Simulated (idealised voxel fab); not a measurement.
Herein follows the process module entitled voxel wiring stack.
It is cross-section cut that appears here, measuring 255 nm in width, its square cells being 5 nm in size.
When this document writes out a cross-section, it uses a grid of square cells and lists it as bands, beginning at the top and moving down, with a band standing for one or more rows of cells.
Band: top and bottom heights (nm) first, top before bottom; then materials from left to right, widths in nm. "all across" marks a sole material filling the band edge to edge. "air" denotes empty space.
It should be noted that heights are counted from 0, beneath which the wafer as supplied is of one material throughout, and that the lowest band possesses no lower boundary but continues downward, as written in "from 0 down".
Per-row width for "30..40": begins at first number (top row of band), ends at second number (bottom row), increment between rows held constant.
"left unchanged" for a step: no cell of the cross-section changed in that step.
In the "Sealed-off cavities" entry, you get each enclosed empty space of 8 cells or more, one with no open way to the top, written width x height at distance, distance from the left edge, in nm.
after a step's settings: what the simulator itself notes on the step
Regarding "overlay nm": on a step with a mask, it is the distance the mask lay to the right of its planned place; a negative value places it to the left.
-- This section lists the process steps that were planned
1,RECEIVE, material Si
2,CONFORMAL_DEP, material SiO2, thk nm 15
3,DIRECTIONAL_DEP, material TiN, thk nm 5
4,DIRECTIONAL_DEP, material Ru, thk nm 20
5,MASKED_ETCH, tone cover, mask id METAL_1, width nm 30, pitch nm 60, etch materials Ru, depth nm 20, overlay nm 0
6,MASKED_ETCH, tone cover, mask id METAL_1, width nm 30, pitch nm 60, etch materials TiN, depth nm 5, overlay nm 0
7,CONFORMAL_DEP, material SiN, thk nm 5
8,FILL_DEP, material SiO2, thk nm 10
9,CMP, height nm 40
10,CONFORMAL_DEP, material SiCN, thk nm 5
11,DIRECTIONAL_DEP, material lowk, thk nm 30
12,PATTERN, tone open, mask id METAL_2, material resist, width nm 30, pitch nm 60, thk nm 15, overlay nm 0
13,DIRECTIONAL_ETCH, etch materials lowk, depth nm 20
14,STRIP, etch materials resist
15,MASKED_ETCH, tone open, mask id METAL_2_HOLES, width nm 15, pitch nm 120, etch materials lowk, depth nm 10, overlay nm 0
16,MASKED_ETCH, tone open, mask id METAL_2_HOLES, width nm 15, pitch nm 120, etch materials SiCN, depth nm 5, overlay nm 0
17,CONFORMAL_DEP, material TiN, thk nm 5
18,FILL_DEP, material Cu, thk nm 5
19,CMP, height nm 75
20,CONFORMAL_DEP, material SiCN, thk nm 5
21,DIRECTIONAL_DEP, material SiO2, thk nm 30
22,MASKED_ETCH, tone open, mask id METAL_3, width nm 30, pitch nm 60, etch materials SiO2, depth nm 15, overlay nm 0
23,MASKED_ETCH, tone open, mask id METAL_3_HOLES, width nm 15, pitch nm 120, etch materials SiO2, depth nm 15, overlay nm 0
24,MASKED_ETCH, tone open, mask id METAL_3_HOLES, width nm 15, pitch nm 120, etch materials SiCN, depth nm 5, overlay nm 0
25,CONFORMAL_DEP, material TiN, thk nm 5
26,FILL_DEP, material Cu, thk nm 10
27,CMP, height nm 110
28,CONFORMAL_DEP, material SiCN, thk nm 5
29,DIRECTIONAL_DEP, material SiO2, thk nm 30
30,PATTERN, tone open, mask id METAL_4, material resist, width nm 30, pitch nm 60, thk nm 15, overlay nm -5
31,DIRECTIONAL_ETCH, etch materials SiO2, depth nm 15
32,STRIP, etch materials resist
33,MASKED_ETCH, tone open, mask id METAL_4_HOLES, width nm 15, pitch nm 60, etch materials SiO2, depth nm 15, overlay nm 0
34,MASKED_ETCH, tone open, mask id METAL_4_HOLES, width nm 15, pitch nm 60, etch materials SiCN, depth nm 5, overlay nm 0
35,CONFORMAL_DEP, material TiN, thk nm 5
36,FILL_DEP, material Cu, thk nm 10
37,CMP, height nm 145
38,CONFORMAL_DEP, material SiN, thk nm 5
Split variable: overlay nm, step 30. Plan value = first wafer. Wafers start alike.
-- As-received state after step 1, first of several wafers, cross-section
	from 0 down = Si all across
	Sealed-off cavities: none
-- Wafer rows, end of module: cells per material gained (+) or lost (-) since receipt; closed voids last
overlay nm -5; +142 Cu; +96 Ru; +129 SiCN; +110 SiN; +643 SiO2; +212 TiN; +198 lowk; Sealed-off cavities: none
overlay nm 0; +142 Cu; +96 Ru; +129 SiCN; +110 SiN; +643 SiO2; +212 TiN; +198 lowk; Sealed-off cavities: none
overlay nm 5; +134 Cu; +96 Ru; +133 SiCN; +110 SiN; +643 SiO2; +216 TiN; +198 lowk; Sealed-off cavities: none
overlay nm 10; +142 Cu; +96 Ru; +137 SiCN; +110 SiN; +643 SiO2; +204 TiN; +198 lowk; Sealed-off cavities: none
